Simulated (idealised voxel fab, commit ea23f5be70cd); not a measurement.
process module | voxel spacer lines
cross-section cut | 225 nm wide | cells 5 nm
A cross-section is a grid of square cells, given in bands from the top down. A band is one or more rows of cells.
Each band's line starts with the height of the band's top and of its bottom, in nm. Then come its materials from left to right, each with its width in nm. One material with "throughout" fills the band from edge to edge. "air" is empty space.
Height 0 is the level under which the wafer as received is all one material. The lowest band goes on downwards, as in "0 down".
A width such as "30 to 40" changes by the same amount from each row of cells to the next, from the band's top row to its bottom row.
"no change" after a step means that no cell of the cross-section changed.
closed voids: empty space of 8 cells or more with no open way to the top, each as width x height at its distance from the left edge, in nm
after a step's settings: what the simulator itself notes on the step
overlay nm, on a step with a mask: how far to the right of its planned place the mask lay; to the left if negative
plan
1 op RECEIVE | material Si
2 op CONFORMAL_DEP | material SiO2 | thk nm 5
3 op DIRECTIONAL_DEP | material TiN | thk nm 20
4 op DIRECTIONAL_DEP | material polySi | thk nm 25
5 op PATTERN | tone cover | mask id MANDREL | material resist | width nm 15 | pitch nm 50 | thk nm 35 | overlay nm 0
6 op DIRECTIONAL_ETCH | etch materials polySi | depth nm 25
7 op STRIP | etch materials resist
8 op CONFORMAL_DEP | material SiN | thk nm 10
9 op DIRECTIONAL_ETCH | etch materials SiN | depth nm 10
10 op STRIP | etch materials polySi
11 op DIRECTIONAL_ETCH | etch materials TiN | depth nm 10
12 op STRIP | etch materials SiN
varied across the wafers: depth nm of step 11. The plan shows the first wafer's value. All wafers start alike
first wafer as received, after step 1
  0 down: Si throughout
  closed voids: none
first wafer at the end, after step 12
  25 to 15: air 45 | TiN 10 | air 15 | TiN 10 | air 15 | TiN 10 | air 15 | TiN 10 | air 15 | TiN 10 | air 15 | TiN 10 | air 45
  15 to 5: TiN throughout
  5 to 0: SiO2 throughout
  0 down: Si throughout
  closed voids: none
last wafer at the end
  25 to 5: air 45 | TiN 10 | air 15 | TiN 10 | air 15 | TiN 10 | air 15 | TiN 10 | air 15 | TiN 10 | air 15 | TiN 10 | air 45
  5 to 0: SiO2 throughout
  0 down: Si throughout
  closed voids: none
each wafer at the end: cells of each material gained (+) or lost (-) since it was received, then its closed voids
depth nm 10 | +45 SiO2 | +114 TiN | closed voids: none
depth nm 15 | +45 SiO2 | +81 TiN | closed voids: none
depth nm 20 | +45 SiO2 | +48 TiN | closed voids: none
depth nm 25 | +45 SiO2 | +48 TiN | closed voids: none
depth nm 30 | +45 SiO2 | +48 TiN | closed voids: none
depth nm 35 | +45 SiO2 | +48 TiN | closed voids: none
